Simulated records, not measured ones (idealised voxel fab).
voxel gate over fins: a process module
The cross-section on display is named cut; it measures 210 nm wide, and its cells are 5 nm squares.
Just so we're on the same page, the cross-sections are grids of square cells, and they're listed out in bands top to bottom, each band one or more rows deep. It is stipulated that each band's entry specify, in nanometres, the height of the top of the band and then that of its bottom, followed by the materials of the band in left-to-right sequence, each together with its width in nanometres. A single material marked by the word "throughout" is understood to fill the band from edge to edge; the word "empty" is understood to denote empty space. We count height from 0. Below that, the starting wafer is all one material. The lowest band never ends at the bottom but goes on down; see "0 nm and below" for how that is written. The width entry "30 to 40" should be interpreted row by row: the top row of cells in the band takes the first number, the bottom row takes the second number, and the change between adjacent rows is uniform throughout. "changes: none" means the step left every cell of the cross-section as it was. "Fully sealed cavities": empty spaces of 8 cells or more with no open way to the top, each given as width x height at distance, distance from the left edge, all in nm. That trailing text on a step's line, after the settings, is the simulator's own remark on the step. Among the settings permitted on a step's line is "overlay nm"; applied to a step with a mask, it specifies the extent to which the mask lay to the right of its planned position, whereas a negative figure signifies a position to the left.
-- This section lists the process steps that were planned
| 1 | RECEIVE with material Si |
| 2 | CONFORMAL_DEP with material SiN, thk nm 10 |
| 3 | DIRECTIONAL_DEP with material aC, thk nm 10 |
| 4 | PATTERN with tone cover, mask id FINS, material resist, width nm 15, pitch nm 55, thk nm 30, overlay nm 0 |
| 5 | DIRECTIONAL_ETCH with etch materials aC, depth nm 10 |
| 6 | STRIP with etch materials resist |
| 7 | DIRECTIONAL_ETCH with etch materials SiN, depth nm 10 |
| 8 | DIRECTIONAL_ETCH with etch materials Si, depth nm 35 |
| 9 | STRIP with etch materials aC |
| 10 | FILL_DEP with material SiO2, thk nm 15 |
| 11 | CMP with height nm 10 |
| 12 | DIRECTIONAL_DEP with material aC, thk nm 10 |
| 13 | PATTERN with tone open, mask id RAIL, material resist, width nm 15, thk nm 25, overlay nm 0 |
| 14 | DIRECTIONAL_ETCH with etch materials aC, depth nm 10 |
| 15 | STRIP with etch materials resist |
| 16 | DIRECTIONAL_ETCH with etch materials SiO2, depth nm 40 |
| 17 | STRIP with etch materials aC |
| 18 | CONFORMAL_DEP with material TiN, thk nm 5 |
| 19 | FILL_DEP with material W, thk nm 10 |
| 20 | CMP with height nm 10 |
| 21 | SELECTIVE_ETCH with etch materials W Ru TiN, depth nm 30 |
| 22 | FILL_DEP with material SiO2, thk nm 5 |
| 23 | CMP with height nm 10 |
| 24 | SELECTIVE_ETCH with etch materials SiO2, depth nm 20 |
| 25 | STRIP with etch materials SiN |
| 26 | CONFORMAL_DEP with material HfO2, thk nm 5 |
| 27 | CONFORMAL_DEP with material TiN, thk nm 5 |
| 28 | CONFORMAL_DEP with material TiAl, thk nm 5 |
| 29 | CONFORMAL_DEP with material TiN, thk nm 5 |
| 30 | FILL_DEP with material W, thk nm 15 |
| 31 | CMP with height nm 30 |
| 32 | CONFORMAL_DEP with material SiCN, thk nm 10 |
-- Shown in cross-section is the wafer as received, that is, as it stands after step 1
    0 nm and below  Si throughout
    Fully sealed cavities: none
-- As-planned run: cross-section of the first of two wafers at end of module
    40 nm to 30 nm  SiCN throughout
    30 nm to 20 nm  W throughout
    20 nm to 15 nm  20 nm W  165 nm TiN  25 nm W
    15 nm to 10 nm  20 nm W  5 nm TiN  45 nm TiAl  10 nm TiN  45 nm TiAl  10 nm TiN  45 nm TiAl  5 nm TiN  25 nm W
    10 nm to 5 nm  25 nm TiN  5 nm TiAl  35 nm TiN  5 nm TiAl  10 nm TiN  5 nm TiAl  35 nm TiN  5 nm TiAl  10 nm TiN  5 nm TiAl  35 nm TiN  5 nm TiAl  30 nm TiN
    5 nm to 0 nm  30 nm TiAl  5 nm TiN  25 nm HfO2  5 nm TiN  20 nm TiAl  5 nm TiN  25 nm HfO2  5 nm TiN  20 nm TiAl  5 nm TiN  25 nm HfO2  5 nm TiN  35 nm TiAl
    0 nm to -5 nm  35 nm TiN  5 nm HfO2  15 nm Si  5 nm HfO2  30 nm TiN  5 nm HfO2  15 nm Si  5 nm HfO2  30 nm TiN  5 nm HfO2  15 nm Si  5 nm HfO2  40 nm TiN
    -5 nm to -10 nm  40 nm HfO2  15 nm Si  40 nm HfO2  15 nm Si  40 nm HfO2  15 nm Si  45 nm HfO2
    -10 nm to -20 nm  40 nm SiO2  15 nm Si  40 nm SiO2  15 nm Si  40 nm SiO2  15 nm Si  45 nm SiO2
    -20 nm to -25 nm  40 nm SiO2  15 nm Si  10 nm SiO2  5 nm TiN  5 nm W  5 nm TiN  15 nm SiO2  15 nm Si  40 nm SiO2  15 nm Si  45 nm SiO2
    -25 nm to -30 nm  40 nm SiO2  15 nm Si  10 nm SiO2  15 nm TiN  15 nm SiO2  15 nm Si  40 nm SiO2  15 nm Si  45 nm SiO2
    -30 nm to -35 nm  40 nm SiO2  15 nm Si  40 nm SiO2  15 nm Si  40 nm SiO2  15 nm Si  45 nm SiO2
    -35 nm and below  Si throughout
    Fully sealed cavities: none
-- Second wafer through the module, sectioned at the end: same beginning and same plan as the first wafer, with one mistake in carrying it out
    40 nm to 30 nm  SiCN throughout
    30 nm to 20 nm  W throughout
    20 nm to 10 nm  20 nm W  165 nm TiN  25 nm W
    10 nm to 5 nm  30 nm TiN  35 nm TiAl  20 nm TiN  35 nm TiAl  20 nm TiN  35 nm TiAl  35 nm TiN
    5 nm to 0 nm  30 nm TiN  5 nm TiAl  25 nm HfO2  5 nm TiAl  20 nm TiN  5 nm TiAl  25 nm HfO2  5 nm TiAl  20 nm TiN  5 nm TiAl  25 nm HfO2  5 nm TiAl  35 nm TiN
    0 nm to -5 nm  35 nm TiAl  5 nm HfO2  15 nm Si  5 nm HfO2  30 nm TiAl  5 nm HfO2  15 nm Si  5 nm HfO2  30 nm TiAl  5 nm HfO2  15 nm Si  5 nm HfO2  40 nm TiAl
    -5 nm to -10 nm  40 nm HfO2  15 nm Si  40 nm HfO2  15 nm Si  40 nm HfO2  15 nm Si  45 nm HfO2
    -10 nm to -20 nm  40 nm SiO2  15 nm Si  40 nm SiO2  15 nm Si  40 nm SiO2  15 nm Si  45 nm SiO2
    -20 nm to -25 nm  40 nm SiO2  15 nm Si  10 nm SiO2  5 nm TiN  5 nm W  5 nm TiN  15 nm SiO2  15 nm Si  40 nm SiO2  15 nm Si  45 nm SiO2
    -25 nm to -30 nm  40 nm SiO2  15 nm Si  10 nm SiO2  15 nm TiN  15 nm SiO2  15 nm Si  40 nm SiO2  15 nm Si  45 nm SiO2
    -30 nm to -35 nm  40 nm SiO2  15 nm Si  40 nm SiO2  15 nm Si  40 nm SiO2  15 nm Si  45 nm SiO2
    -35 nm and below  Si throughout
    Fully sealed cavities: none
Where did the run depart from the plan? so 27 and 28 got swapped relative to the plan, each ran where the other was supposed to
When the process is done, the second wafer contains the same cell count of every material as the first wafer, but distributed over other locations.
